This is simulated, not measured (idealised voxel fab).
process module | voxel double patterning
cross-section cut | 220 nm wide | cells 5 nm
A cross-section is a grid of square cells, given in bands from the top down. A band is one or more rows of cells.
Each band's line starts with the height of the band's top and of its bottom, in nm. Then come its materials from left to right, each with its width in nm. One material with "throughout" fills the band from edge to edge. "air" is empty space.
Height 0 is the level under which the wafer as received is all one material. The lowest band goes on downwards, as in "0 down".
A width such as "30 to 40" changes by the same amount from each row of cells to the next, from the band's top row to its bottom row.
"no change" after a step means that no cell of the cross-section changed.
closed voids: empty space of 8 cells or more with no open way to the top, each as width x height at its distance from the left edge, in nm
after a step's settings: what the simulator itself notes on the step
overlay nm, on a step with a mask: how far to the right of its planned place the mask lay; to the left if negative
plan
1 op RECEIVE | material Si
2 op CONFORMAL_DEP | material SiO2 | thk nm 10
3 op DIRECTIONAL_DEP | material TiN | thk nm 20
4 op DIRECTIONAL_DEP | material SiCN | thk nm 5
5 op MASKED_ETCH | tone open | mask id FIRST | width nm 15 | pitch nm 50 | etch materials SiCN | depth nm 5 | overlay nm 0
6 op DIRECTIONAL_DEP | material aC | thk nm 15
7 op PATTERN | tone open | mask id SECOND | material resist | width nm 15 | pitch nm 50 | thk nm 35 | overlay nm 0
8 op DIRECTIONAL_ETCH | etch materials aC | depth nm 15
9 op STRIP | etch materials resist
10 op DIRECTIONAL_ETCH | etch materials SiCN | depth nm 5
11 op STRIP | etch materials aC
12 op DIRECTIONAL_ETCH | etch materials TiN | depth nm 20
13 op STRIP | etch materials SiCN
first wafer, as planned
as received, after step 1
  0 down: Si throughout
  closed voids: none
after step 2
  10 to 0: SiO2 throughout
  below 0: unchanged
after step 3
  30 to 10: TiN throughout
  below 10: unchanged
after step 4
  35 to 30: SiCN throughout
  below 30: unchanged
after step 5
  35 to 30: SiCN 50 | air 15 | SiCN 35 | air 15 | SiCN 35 | air 15 | SiCN 55
  below 30: unchanged
after step 6
  50 to 45: aC 50 | air 15 | aC 35 | air 15 | aC 35 | air 15 | aC 55
  45 to 35: aC throughout
  35 to 30: SiCN 50 | aC 15 | SiCN 35 | aC 15 | SiCN 35 | aC 15 | SiCN 55
  below 30: unchanged
after step 7
  85 to 50: resist 75 | air 15 | resist 35 | air 15 | resist 80
  50 to 45: aC 50 | resist 15 | aC 35 | resist 15 | aC 35 | resist 15 | aC 55
  below 45: unchanged
after step 8
  70 to 50: resist 75 | air 15 | resist 35 | air 15 | resist 80
  50 to 45: aC 50 | resist 15 | aC 10 | air 15 | aC 10 | resist 15 | aC 10 | air 15 | aC 10 | resist 15 | aC 55
  45 to 35: aC 75 | air 15 | aC 35 | air 15 | aC 80
  below 35: unchanged
after step 9
  50 to 45: aC 50 | air 15 | aC 10 | air 15 | aC 10 | air 15 | aC 10 | air 15 | aC 10 | air 15 | aC 55
  below 45: unchanged
after step 10
  50 to 45: aC 50 | air 15 | aC 10 | air 15 | aC 10 | air 15 | aC 10 | air 15 | aC 10 | air 15 | aC 55
  45 to 35: aC 75 | air 15 | aC 35 | air 15 | aC 80
  35 to 30: SiCN 50 | aC 15 | SiCN 10 | air 15 | SiCN 10 | aC 15 | SiCN 10 | air 15 | SiCN 10 | aC 15 | SiCN 55
  below 30: unchanged
after step 11
  35 to 30: SiCN 50 | air 15 | SiCN 10 | air 15 | SiCN 10 | air 15 | SiCN 10 | air 15 | SiCN 10 | air 15 | SiCN 55
  below 30: unchanged
after step 12
  35 to 30: SiCN 50 | air 15 | SiCN 10 | air 15 | SiCN 10 | air 15 | SiCN 10 | air 15 | SiCN 10 | air 15 | SiCN 55
  30 to 10: TiN 50 | air 15 | TiN 10 | air 15 | TiN 10 | air 15 | TiN 10 | air 15 | TiN 10 | air 15 | TiN 55
  below 10: unchanged
after step 13
  30 to 10: TiN 50 | air 15 | TiN 10 | air 15 | TiN 10 | air 15 | TiN 10 | air 15 | TiN 10 | air 15 | TiN 55
  below 10: unchanged
second wafer: like start, like plan, one mistake. Through step 1 it matches the first wafer
when step 2 should have ended: no change
when step 3 should have ended
  20 to 0: TiN throughout
  below 0: unchanged
when step 4 should have ended
  25 to 20: SiCN throughout
  below 20: unchanged
when step 5 should have ended
  25 to 20: SiCN 50 | air 15 | SiCN 35 | air 15 | SiCN 35 | air 15 | SiCN 55
  below 20: unchanged
when step 6 should have ended
  40 to 35: aC 50 | air 15 | aC 35 | air 15 | aC 35 | air 15 | aC 55
  35 to 25: aC throughout
  25 to 20: SiCN 50 | aC 15 | SiCN 35 | aC 15 | SiCN 35 | aC 15 | SiCN 55
  below 20: unchanged
when step 7 should have ended
  75 to 40: resist 75 | air 15 | resist 35 | air 15 | resist 80
  40 to 35: aC 50 | resist 15 | aC 35 | resist 15 | aC 35 | resist 15 | aC 55
  below 35: unchanged
when step 8 should have ended
  60 to 40: resist 75 | air 15 | resist 35 | air 15 | resist 80
  40 to 35: aC 50 | resist 15 | aC 10 | air 15 | aC 10 | resist 15 | aC 10 | air 15 | aC 10 | resist 15 | aC 55
  35 to 25: aC 75 | air 15 | aC 35 | air 15 | aC 80
  below 25: unchanged
when step 9 should have ended
  40 to 35: aC 50 | air 15 | aC 10 | air 15 | aC 10 | air 15 | aC 10 | air 15 | aC 10 | air 15 | aC 55
  below 35: unchanged
when step 10 should have ended
  40 to 35: aC 50 | air 15 | aC 10 | air 15 | aC 10 | air 15 | aC 10 | air 15 | aC 10 | air 15 | aC 55
  35 to 25: aC 75 | air 15 | aC 35 | air 15 | aC 80
  25 to 20: SiCN 50 | aC 15 | SiCN 10 | air 15 | SiCN 10 | aC 15 | SiCN 10 | air 15 | SiCN 10 | aC 15 | SiCN 55
  below 20: unchanged
when step 11 should have ended
  25 to 20: SiCN 50 | air 15 | SiCN 10 | air 15 | SiCN 10 | air 15 | SiCN 10 | air 15 | SiCN 10 | air 15 | SiCN 55
  below 20: unchanged
when step 12 should have ended
  25 to 20: SiCN 50 | air 15 | SiCN 10 | air 15 | SiCN 10 | air 15 | SiCN 10 | air 15 | SiCN 10 | air 15 | SiCN 55
  20 to 0: TiN 50 | air 15 | TiN 10 | air 15 | TiN 10 | air 15 | TiN 10 | air 15 | TiN 10 | air 15 | TiN 55
  below 0: unchanged
when step 13 should have ended
  20 to 0: TiN 50 | air 15 | TiN 10 | air 15 | TiN 10 | air 15 | TiN 10 | air 15 | TiN 10 | air 15 | TiN 55
  below 0: unchanged
what went wrong: step 2 was left out
at the end the second wafer has, in cells: 88 fewer of SiO2
